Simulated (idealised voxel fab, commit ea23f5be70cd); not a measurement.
A process module follows: voxel capacitor over wiring.
In the cross-section labelled cut, the width is 140 nm and each square cell is 5 nm.
This document writes a cross-section as a grid whose cells are square, and gives it as bands, listed from the top down; one or more rows of cells form a band. This entry defines a band. It first specifies the height of the band's top and the height of its bottom in nm, and then specifies the band's materials from left to right, stating each material with its width in nm. The word "everywhere" identifies a single material that fills the band from edge to edge, while the word "empty" identifies empty space. Heights are measured from 0, the level below which the as-received wafer is all one material; the lowest band has no bottom and continues downward, written as in "0..down". Per-row width for "30->40": begins at first number (top row of band), ends at second number (bottom row), increment between rows held constant. No cell of the cross-section changed in a step that is given as "no alterations made". For the entry "Unvented voids", the listed items are empty spaces with no open way to the top whose size is 8 cells or more; each item follows the pattern width x height at distance, where distance is from the left edge and all three are in nm. Where a step's line continues beyond its settings, the continuation is a remark by the simulator itself on that step. overlay nm: right-of-plan distance of the mask on a masked step; negative values mean left-of-plan.
Set out below are the planned steps of the process
1: RECEIVE | material Si
2: CONFORMAL_DEP | material SiO2 | thk nm 15
3: DIRECTIONAL_DEP | material TiN | thk nm 5
4: DIRECTIONAL_DEP | material W | thk nm 20
5: MASKED_ETCH | tone cover | mask id METAL_1 | width nm 20 | pitch nm 80 | etch materials W | depth nm 20 | overlay nm 0
6: MASKED_ETCH | tone cover | mask id METAL_1 | width nm 20 | pitch nm 80 | etch materials TiN | depth nm 5 | overlay nm 0
7: FILL_DEP | material lowk | thk nm 10
8: CMP | height nm 40
9: CONFORMAL_DEP | material SiCN | thk nm 5
10: DIRECTIONAL_DEP | material lowk | thk nm 10
11: PATTERN | tone open | mask id PLUG_1 | material resist | width nm 15 | thk nm 20 | overlay nm 0
12: DIRECTIONAL_ETCH | etch materials lowk | depth nm 10
13: DIRECTIONAL_ETCH | etch materials SiCN | depth nm 5
14: STRIP | etch materials resist
15: CONFORMAL_DEP | material TiN | thk nm 5
16: FILL_DEP | material Cu | thk nm 10
17: CMP | height nm 55
18: DIRECTIONAL_DEP | material TiN | thk nm 10
19: DIRECTIONAL_DEP | material Al2O3 | thk nm 5
20: DIRECTIONAL_DEP | material TiN | thk nm 10
21: PATTERN | tone cover | mask id UPPER_PLATE | material resist | width nm 65 | thk nm 20 | overlay nm 0
22: DIRECTIONAL_ETCH | etch materials TiN | depth nm 10
23: DIRECTIONAL_ETCH | etch materials Al2O3 | depth nm 5
24: STRIP | etch materials resist
25: PATTERN | tone cover | mask id LOWER_PLATE | material resist | width nm 75 | thk nm 20 | overlay nm 0
26: DIRECTIONAL_ETCH | etch materials TiN | depth nm 10
27: STRIP | etch materials resist
28: FILL_DEP | material SiO2 | thk nm 20
29: CMP | height nm 95
30: MASKED_ETCH | tone open | mask id PLUG_2 | width nm 15 | etch materials SiO2 | depth nm 15 | overlay nm 0
31: CONFORMAL_DEP | material TiN | thk nm 5
32: FILL_DEP | material Ru | thk nm 10
33: CMP | height nm 95
34: CONFORMAL_DEP | material SiCN | thk nm 5
Incoming wafer in cross-section (state: after step 1)
    0..down: Si everywhere
    Unvented voids: none
Cross-section taken at module completion on the first of two wafers; processed per the plan
    100..95: SiCN everywhere
    95..85: SiO2=35 / TiN=5 / Ru=5 / TiN=5 / SiO2=90
    85..80: SiO2=35 / TiN=15 / SiO2=90
    80..70: SiO2=25 / TiN=65 / SiO2=50
    70..65: SiO2=25 / Al2O3=65 / SiO2=50
    65..55: SiO2=20 / TiN=75 / SiO2=45
    55..45: lowk=25 / TiN=5 / Cu=5 / TiN=5 / lowk=100
    45..40: SiCN=25 / TiN=15 / SiCN=100
    40..20: lowk=20 / W=20 / lowk=60 / W=20 / lowk=20
    20..15: lowk=20 / TiN=20 / lowk=60 / TiN=20 / lowk=20
    15..0: SiO2 everywhere
    0..down: Si everywhere
    Unvented voids: none
End-of-module cross-section of the second wafer: identical starting point and process plan to the first, with one processing mistake
    115..110: SiCN everywhere
    110..100: Ru everywhere
    100..95: TiN=40 / Ru=5 / TiN=95
    95..85: SiO2=35 / TiN=5 / Ru=5 / TiN=5 / SiO2=90
    85..80: SiO2=35 / TiN=15 / SiO2=90
    80..70: SiO2=25 / TiN=65 / SiO2=50
    70..65: SiO2=25 / Al2O3=65 / SiO2=50
    65..55: SiO2=20 / TiN=75 / SiO2=45
    55..45: lowk=25 / TiN=5 / Cu=5 / TiN=5 / lowk=100
    45..40: SiCN=25 / TiN=15 / SiCN=100
    40..20: lowk=20 / W=20 / lowk=60 / W=20 / lowk=20
    20..15: lowk=20 / TiN=20 / lowk=60 / TiN=20 / lowk=20
    15..0: SiO2 everywhere
    0..down: Si everywhere
    Unvented voids: none
What broke from the plan during processing? step 33 was left out
Bottom line after processing is that, in cells, the second wafer is up or down on some materials versus the first: +57 Ru, +27 TiN
